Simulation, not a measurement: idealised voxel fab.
Process module in this document: voxel capacitor over wiring
Each square cell in cross-section cut measures 5 nm, and the section as a whole is 265 nm wide.
This document writes a cross-section as a grid whose cells are square, and gives it as bands, listed from the top down; one or more rows of cells form a band.
Top height, bottom height, nm. Materials left to right, width each, nm. Single material + "throughout" = fills band edge to edge. "blank" = empty.
Heights are reckoned from 0. Under this level, the received wafer is all of one material. The bottommost band is open-ended downward, for example "0 down".
Note: "30->40" means the width goes from the first number (top row of the band) to the second number (bottom row) in equal steps per row of cells.
Step note "remains unaltered" = no cross-section cell changed.
"Closed void list" contains a list of empty spaces, each no smaller than 8 cells and without an open way to the top, written in the form width x height at distance with the distance from the left edge and all three in nm.
What comes after the settings on a step's line is commentary from the simulator itself on that step.
What "overlay nm" on a step's line means: if the step has a mask, that mask lay this far to the right of its planned place, or, when the value is negative, to the left.

Plan
| 1 | RECEIVE, material Si |
| 2 | CONFORMAL_DEP, material SiO2, thk nm 10 |
| 3 | DIRECTIONAL_DEP, material TiN, thk nm 5 |
| 4 | DIRECTIONAL_DEP, material W, thk nm 25 |
| 5 | DIRECTIONAL_DEP, material aC, thk nm 5 |
| 6 | PATTERN, tone cover, mask id METAL_1, material resist, width nm 20, pitch nm 80, thk nm 25, overlay nm 0 |
| 7 | DIRECTIONAL_ETCH, etch materials aC, depth nm 10 |
| 8 | STRIP, etch materials resist |
| 9 | DIRECTIONAL_ETCH, etch materials W, depth nm 25 |
| 10 | DIRECTIONAL_ETCH, etch materials TiN, depth nm 5 |
| 11 | STRIP, etch materials aC |
| 12 | CONFORMAL_DEP, material SiCN, thk nm 5 |
| 13 | FILL_DEP, material SiO2, thk nm 10 |
| 14 | CMP, height nm 40 |
| 15 | CONFORMAL_DEP, material SiCN, thk nm 5 |
| 16 | DIRECTIONAL_DEP, material SiO2, thk nm 20 |
| 17 | PATTERN, tone open, mask id PLUG_1, material resist, width nm 15, thk nm 20, overlay nm 0 |
| 18 | DIRECTIONAL_ETCH, etch materials SiO2, depth nm 20 |
| 19 | DIRECTIONAL_ETCH, etch materials SiCN, depth nm 5 |
| 20 | STRIP, etch materials resist |
| 21 | EPI, material Ru, thk nm 10 |
| 22 | EPI, material Ru, thk nm 10 |
| 23 | EPI, material Ru, thk nm 5 |
| 24 | DIRECTIONAL_DEP, material TiN, thk nm 10 |
| 25 | DIRECTIONAL_DEP, material Al2O3, thk nm 5 |
| 26 | DIRECTIONAL_DEP, material TiN, thk nm 10 |
| 27 | MASKED_ETCH, tone cover, mask id UPPER_PLATE, width nm 65, etch materials TiN, depth nm 10, overlay nm 0 |
| 28 | MASKED_ETCH, tone cover, mask id UPPER_PLATE, width nm 65, etch materials Al2O3, depth nm 5, overlay nm 0 |
| 29 | PATTERN, tone cover, mask id LOWER_PLATE, material resist, width nm 75, thk nm 20, overlay nm 0 |
| 30 | DIRECTIONAL_ETCH, etch materials TiN, depth nm 10 |
| 31 | STRIP, etch materials resist |
| 32 | FILL_DEP, material SiO2, thk nm 20 |
| 33 | CMP, height nm 105 |
| 34 | MASKED_ETCH, tone open, mask id PLUG_2, width nm 15, etch materials SiO2, depth nm 15, overlay nm 0 |
| 35 | CONFORMAL_DEP, material TiN, thk nm 5 |
| 36 | FILL_DEP, material Ru, thk nm 10 |
| 37 | CMP, height nm 105 |
| 38 | CONFORMAL_DEP, material SiN, thk nm 5 |
Wafers differ in thk nm at step 5; plan lists the first wafer's value; identical starting state.

Cross-section of the first incoming wafer of several, state after step 1
- 0 down = Si throughout
- Closed void list: none

Below is a per-wafer table. In it, each row describes the wafer at the end of the module by giving, for each material, the number of cells gained (+) or lost (-) since the wafer was received, and after that the closed voids of the wafer
thk nm 5; +13 Al2O3; +17 Ru; +115 SiCN; +53 SiN; +857 SiO2; +71 TiN; +40 W; Closed void list: none
thk nm 10; +13 Al2O3; +17 Ru; +115 SiCN; +53 SiN; +857 SiO2; +71 TiN; +40 W; Closed void list: none
thk nm 15; +13 Al2O3; +17 Ru; +50 SiCN; +53 SiN; +652 SiO2; +116 TiN; +265 W; Closed void list: none
thk nm 20; +13 Al2O3; +17 Ru; +50 SiCN; +53 SiN; +652 SiO2; +116 TiN; +265 W; Closed void list: none
thk nm 25; +13 Al2O3; +17 Ru; +50 SiCN; +53 SiN; +652 SiO2; +116 TiN; +265 W; Closed void list: none
